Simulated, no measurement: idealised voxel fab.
voxel released beams: a process module
We display cut, a cross-section 240 nm in width whose square cells are each 5 nm.
A cross-section is written here as square cells arranged in a grid, and it is given in bands from the top down, each band taking up one or more rows of cells. Quick guide to a band line: top height, bottom height (nm) up front; then every material left to right with its width in nm. Only one material and it's marked "everywhere"? Then it fills the band edge to edge. And "blank" just means empty space. Heights are measured from 0, the level below which the as-received wafer is all one material; the lowest band has no bottom and continues downward, written as in "0 and below". Width: "30 to 40" (first number = top row, second number = bottom row, same change from row to row of cells). The cross-section has no changed cell in any step marked "changes: none". Look at "Sealed-off cavities" for the closed voids: empty spaces with no open path to the top, sized 8 cells or up. Each is width x height at distance, distance from the left edge, all nm. The remark found on a step's line after its settings is issued by the simulator itself and pertains to that step. overlay nm: how far to the right of its planned place the mask lay on this masked step (negative: to the left).
**Process steps (planned)**
1 RECEIVE (material Si)
2 CONFORMAL_DEP (material Al2O3; thk nm 5)
3 DIRECTIONAL_DEP (material SiO2; thk nm 20)
4 MASKED_ETCH (tone open; mask id ANCHOR; width nm 25; etch materials SiO2; depth nm 20; overlay nm 0)
5 CONFORMAL_DEP (material polySi; thk nm 10)
6 MASKED_ETCH (tone cover; mask id BEAM; width nm 110; etch materials polySi; depth nm 10; overlay nm 0)
7 STRIP (etch materials SiO2)
**Delivered wafer in cross-section: state after step 1**
* 0 and below: Si everywhere
* Sealed-off cavities: none
**Starting structure and process plan are as shown above, but one mistake was made in running the module; the wafer cross-section at the end of the module follows**
* 40 down to 30: blank 60 nm | polySi 110 nm | blank 70 nm
* 30 down to 25: polySi everywhere
* 25 down to 5: SiO2 65 nm | polySi 25 nm | SiO2 150 nm
* 5 down to 0: Al2O3 everywhere
* 0 and below: Si everywhere
* Sealed-off cavities: none
Deviation from plan: step 5 did not happen as planned, as run it was CONFORMAL_DEP (material polySi; thk nm 15)
